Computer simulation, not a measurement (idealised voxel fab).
process module | voxel self aligned contacts
cross-section cut | 255 nm wide | cells 5 nm
A cross-section is a grid of square cells, given in bands from the top down. A band is one or more rows of cells.
Each band's line starts with the height of the band's top and of its bottom, in nm. Then come its materials from left to right, each with its width in nm. One material with "throughout" fills the band from edge to edge. "air" is empty space.
Height 0 is the level under which the wafer as received is all one material. The lowest band goes on downwards, as in "0 down".
A width such as "30 to 40" changes by the same amount from each row of cells to the next, from the band's top row to its bottom row.
"no change" after a step means that no cell of the cross-section changed.
closed voids: empty space of 8 cells or more with no open way to the top, each as width x height at its distance from the left edge, in nm
after a step's settings: what the simulator itself notes on the step
overlay nm, on a step with a mask: how far to the right of its planned place the mask lay; to the left if negative
plan
1 op RECEIVE | material Si
2 op CONFORMAL_DEP | material SiO2 | thk nm 5
3 op DIRECTIONAL_DEP | material polySi | thk nm 25
4 op DIRECTIONAL_DEP | material SiN | thk nm 25
5 op PATTERN | tone cover | mask id GATE | material resist | width nm 25 | pitch nm 60 | thk nm 15 | overlay nm 0
6 op DIRECTIONAL_ETCH | etch materials SiN | depth nm 25
7 op DIRECTIONAL_ETCH | etch materials polySi | depth nm 25
8 op STRIP | etch materials resist
9 op CONFORMAL_DEP | material SiN | thk nm 10
10 op DIRECTIONAL_ETCH | etch materials SiN | depth nm 10
11 op FILL_DEP | material SiO2 | thk nm 15
12 op CMP | height nm 60
13 op PATTERN | tone open | mask id CONTACT | material resist | width nm 45 | thk nm 15 | overlay nm 0
14 op DIRECTIONAL_ETCH | etch materials SiO2 | depth nm 60
15 op STRIP | etch materials resist
16 op CONFORMAL_DEP | material TiN | thk nm 5
17 op FILL_DEP | material Ru | thk nm 5
18 op CMP | height nm 60
19 op CONFORMAL_DEP | material SiCN | thk nm 5
first wafer, as planned
as received, after step 1
  0 down: Si throughout
  closed voids: none
after step 2
  5 to 0: SiO2 throughout
  below 0: unchanged
after step 3
  30 to 5: polySi throughout
  below 5: unchanged
after step 4
  55 to 30: SiN throughout
  below 30: unchanged
after step 5
  70 to 55: air 85 | resist 25 | air 35 | resist 25 | air 85
  below 55: unchanged
after step 6
  70 to 55: air 85 | resist 25 | air 35 | resist 25 | air 85
  55 to 30: air 85 | SiN 25 | air 35 | SiN 25 | air 85
  below 30: unchanged
after step 7
  70 to 55: air 85 | resist 25 | air 35 | resist 25 | air 85
  55 to 30: air 85 | SiN 25 | air 35 | SiN 25 | air 85
  30 to 5: air 85 | polySi 25 | air 35 | polySi 25 | air 85
  below 5: unchanged
after step 8
  55 to 30: air 85 | SiN 25 | air 35 | SiN 25 | air 85
  below 30: unchanged
after step 9
  65 to 30: air 75 | SiN 45 | air 15 | SiN 45 | air 75
  30 to 15: air 75 | SiN 10 | polySi 25 | SiN 10 | air 15 | SiN 10 | polySi 25 | SiN 10 | air 75
  15 to 5: SiN 85 | polySi 25 | SiN 35 | polySi 25 | SiN 85
  below 5: unchanged
after step 10
  55 to 30: air 75 | SiN 45 | air 15 | SiN 45 | air 75
  30 to 5: air 75 | SiN 10 | polySi 25 | SiN 10 | air 15 | SiN 10 | polySi 25 | SiN 10 | air 75
  below 5: unchanged
after step 11
  70 to 55: SiO2 throughout
  55 to 30: SiO2 75 | SiN 45 | SiO2 15 | SiN 45 | SiO2 75
  30 to 5: SiO2 75 | SiN 10 | polySi 25 | SiN 10 | SiO2 15 | SiN 10 | polySi 25 | SiN 10 | SiO2 75
  below 5: unchanged
after step 12
  60 to 55: SiO2 throughout
  below 55: unchanged
after step 13
  75 to 60: resist 105 | air 45 | resist 105
  below 60: unchanged
after step 14
  75 to 60: resist 105 | air 45 | resist 105
  60 to 55: SiO2 105 | air 45 | SiO2 105
  55 to 30: SiO2 75 | SiN 45 | air 15 | SiN 45 | SiO2 75
  30 to 5: SiO2 75 | SiN 10 | polySi 25 | SiN 10 | air 15 | SiN 10 | polySi 25 | SiN 10 | SiO2 75
  5 to 0: SiO2 120 | air 15 | SiO2 120
  below 0: unchanged
after step 15
  60 to 55: SiO2 105 | air 45 | SiO2 105
  below 55: unchanged
after step 16
  65 to 60: TiN 110 | air 35 | TiN 110
  60 to 55: SiO2 105 | TiN 20 | air 5 | TiN 20 | SiO2 105
  55 to 30: SiO2 75 | SiN 45 | TiN 5 | air 5 | TiN 5 | SiN 45 | SiO2 75
  30 to 5: SiO2 75 | SiN 10 | polySi 25 | SiN 10 | TiN 5 | air 5 | TiN 5 | SiN 10 | polySi 25 | SiN 10 | SiO2 75
  5 to 0: SiO2 120 | TiN 15 | SiO2 120
  below 0: unchanged
after step 17
  70 to 65: Ru throughout
  65 to 60: TiN 110 | Ru 35 | TiN 110
  60 to 55: SiO2 105 | TiN 20 | Ru 5 | TiN 20 | SiO2 105
  55 to 30: SiO2 75 | SiN 45 | TiN 5 | Ru 5 | TiN 5 | SiN 45 | SiO2 75
  30 to 5: SiO2 75 | SiN 10 | polySi 25 | SiN 10 | TiN 5 | Ru 5 | TiN 5 | SiN 10 | polySi 25 | SiN 10 | SiO2 75
  below 5: unchanged
after step 18
  60 to 55: SiO2 105 | TiN 20 | Ru 5 | TiN 20 | SiO2 105
  below 55: unchanged
after step 19
  65 to 60: SiCN throughout
  below 60: unchanged
second wafer: like start, like plan, one mistake. Through step 8 it matches the first wafer
when step 9 should have ended
  65 to 55: air 75 | polySi 45 | air 15 | polySi 45 | air 75
  55 to 30: air 75 | polySi 10 | SiN 25 | polySi 10 | air 15 | polySi 10 | SiN 25 | polySi 10 | air 75
  30 to 15: air 75 | polySi 45 | air 15 | polySi 45 | air 75
  15 to 5: polySi throughout
  below 5: unchanged
when step 10 should have ended: no change
when step 11 should have ended
  80 to 65: SiO2 throughout
  65 to 55: SiO2 75 | polySi 45 | SiO2 15 | polySi 45 | SiO2 75
  55 to 30: SiO2 75 | polySi 10 | SiN 25 | polySi 10 | SiO2 15 | polySi 10 | SiN 25 | polySi 10 | SiO2 75
  30 to 15: SiO2 75 | polySi 45 | SiO2 15 | polySi 45 | SiO2 75
  below 15: unchanged
when step 12 should have ended
  60 to 55: SiO2 75 | polySi 45 | SiO2 15 | polySi 45 | SiO2 75
  below 55: unchanged
when step 13 should have ended
  75 to 60: resist 105 | air 45 | resist 105
  below 60: unchanged
when step 14 should have ended
  75 to 60: resist 105 | air 45 | resist 105
  60 to 55: SiO2 75 | polySi 45 | air 15 | polySi 45 | SiO2 75
  55 to 30: SiO2 75 | polySi 10 | SiN 25 | polySi 10 | air 15 | polySi 10 | SiN 25 | polySi 10 | SiO2 75
  30 to 15: SiO2 75 | polySi 45 | air 15 | polySi 45 | SiO2 75
  below 15: unchanged
when step 15 should have ended
  60 to 55: SiO2 75 | polySi 45 | air 15 | polySi 45 | SiO2 75
  below 55: unchanged
when step 16 should have ended
  65 to 60: TiN 125 | air 5 | TiN 125
  60 to 55: SiO2 75 | polySi 45 | TiN 5 | air 5 | TiN 5 | polySi 45 | SiO2 75
  55 to 30: SiO2 75 | polySi 10 | SiN 25 | polySi 10 | TiN 5 | air 5 | TiN 5 | polySi 10 | SiN 25 | polySi 10 | SiO2 75
  30 to 20: SiO2 75 | polySi 45 | TiN 5 | air 5 | TiN 5 | polySi 45 | SiO2 75
  20 to 15: SiO2 75 | polySi 45 | TiN 15 | polySi 45 | SiO2 75
  below 15: unchanged
when step 17 should have ended
  70 to 65: Ru throughout
  65 to 60: TiN 125 | Ru 5 | TiN 125
  60 to 55: SiO2 75 | polySi 45 | TiN 5 | Ru 5 | TiN 5 | polySi 45 | SiO2 75
  55 to 30: SiO2 75 | polySi 10 | SiN 25 | polySi 10 | TiN 5 | Ru 5 | TiN 5 | polySi 10 | SiN 25 | polySi 10 | SiO2 75
  30 to 20: SiO2 75 | polySi 45 | TiN 5 | Ru 5 | TiN 5 | polySi 45 | SiO2 75
  below 20: unchanged
when step 18 should have ended
  60 to 55: SiO2 75 | polySi 45 | TiN 5 | Ru 5 | TiN 5 | polySi 45 | SiO2 75
  below 55: unchanged
when step 19 should have ended
  65 to 60: SiCN throughout
  below 60: unchanged
what went wrong: step 9 ran as: op CONFORMAL_DEP | material polySi | thk nm 10
at the end the second wafer has, in cells: 3 fewer of Ru | 80 fewer of SiN | 69 fewer of SiO2 | 12 fewer of TiN | 164 more of polySi
